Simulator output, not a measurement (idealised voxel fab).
process module | voxel self aligned vias
cross-section cut | 285 nm wide | cells 5 nm
A cross-section is a grid of square cells, given in bands from the top down. A band is one or more rows of cells.
Each band's line starts with the height of the band's top and of its bottom, in nm. Then come its materials from left to right, each with its width in nm. One material with "throughout" fills the band from edge to edge. "air" is empty space.
Height 0 is the level under which the wafer as received is all one material. The lowest band goes on downwards, as in "0 down".
A width such as "30 to 40" changes by the same amount from each row of cells to the next, from the band's top row to its bottom row.
"no change" after a step means that no cell of the cross-section changed.
closed voids: empty space of 8 cells or more with no open way to the top, each as width x height at its distance from the left edge, in nm
after a step's settings: what the simulator itself notes on the step
overlay nm, on a step with a mask: how far to the right of its planned place the mask lay; to the left if negative
plan
1 op RECEIVE | material Si
2 op CONFORMAL_DEP | material SiO2 | thk nm 15
3 op CONFORMAL_DEP | material SiCN | thk nm 5
4 op DIRECTIONAL_DEP | material lowk | thk nm 30
5 op DIRECTIONAL_DEP | material aC | thk nm 10
6 op PATTERN | tone open | mask id LINES | material resist | width nm 30 | pitch nm 55 | thk nm 25 | overlay nm 0
7 op DIRECTIONAL_ETCH | etch materials aC | depth nm 10
8 op STRIP | etch materials resist
9 op DIRECTIONAL_ETCH | etch materials lowk | depth nm 30
10 op STRIP | etch materials aC
11 op CONFORMAL_DEP | material TiN | thk nm 5
12 op FILL_DEP | material W | thk nm 10
13 op CMP | height nm 50
14 op SELECTIVE_ETCH | etch materials W Ru TiN | depth nm 5
15 op FILL_DEP | material SiN | thk nm 5
16 op CMP | height nm 50
17 op DIRECTIONAL_DEP | material lowk | thk nm 20
18 op PATTERN | tone open | mask id VIAS | material resist | width nm 40 | thk nm 20 | overlay nm 0
19 op DIRECTIONAL_ETCH | etch materials lowk | depth nm 20
20 op DIRECTIONAL_ETCH | etch materials SiN | depth nm 5
21 op STRIP | etch materials resist
22 op CONFORMAL_DEP | material TiN | thk nm 5
23 op FILL_DEP | material W | thk nm 10
24 op CMP | height nm 70
25 op CONFORMAL_DEP | material SiN | thk nm 5
as received, after step 1
  0 down: Si throughout
  closed voids: none
a wafer at the end: this start, this plan, one mistake
  75 to 70: SiN throughout
  70 to 55: lowk 85 | TiN 5 | W 30 | TiN 5 | lowk 160
  55 to 50: lowk 85 | TiN 20 | W 15 | TiN 5 | lowk 160
  50 to 45: lowk 100 | TiN 25 | SiN 5 | lowk 25 | SiN 30 | lowk 100
  45 to 25: lowk 100 | TiN 5 | W 20 | TiN 5 | lowk 25 | TiN 5 | W 20 | TiN 5 | lowk 100
  25 to 20: lowk 100 | TiN 30 | lowk 25 | TiN 30 | lowk 100
  20 to 15: SiCN throughout
  15 to 0: SiO2 throughout
  0 down: Si throughout
  closed voids: none
what went wrong: step 18 ran as: op PATTERN | tone open | mask id VIAS | material resist | width nm 40 | thk nm 20 | overlay nm -10
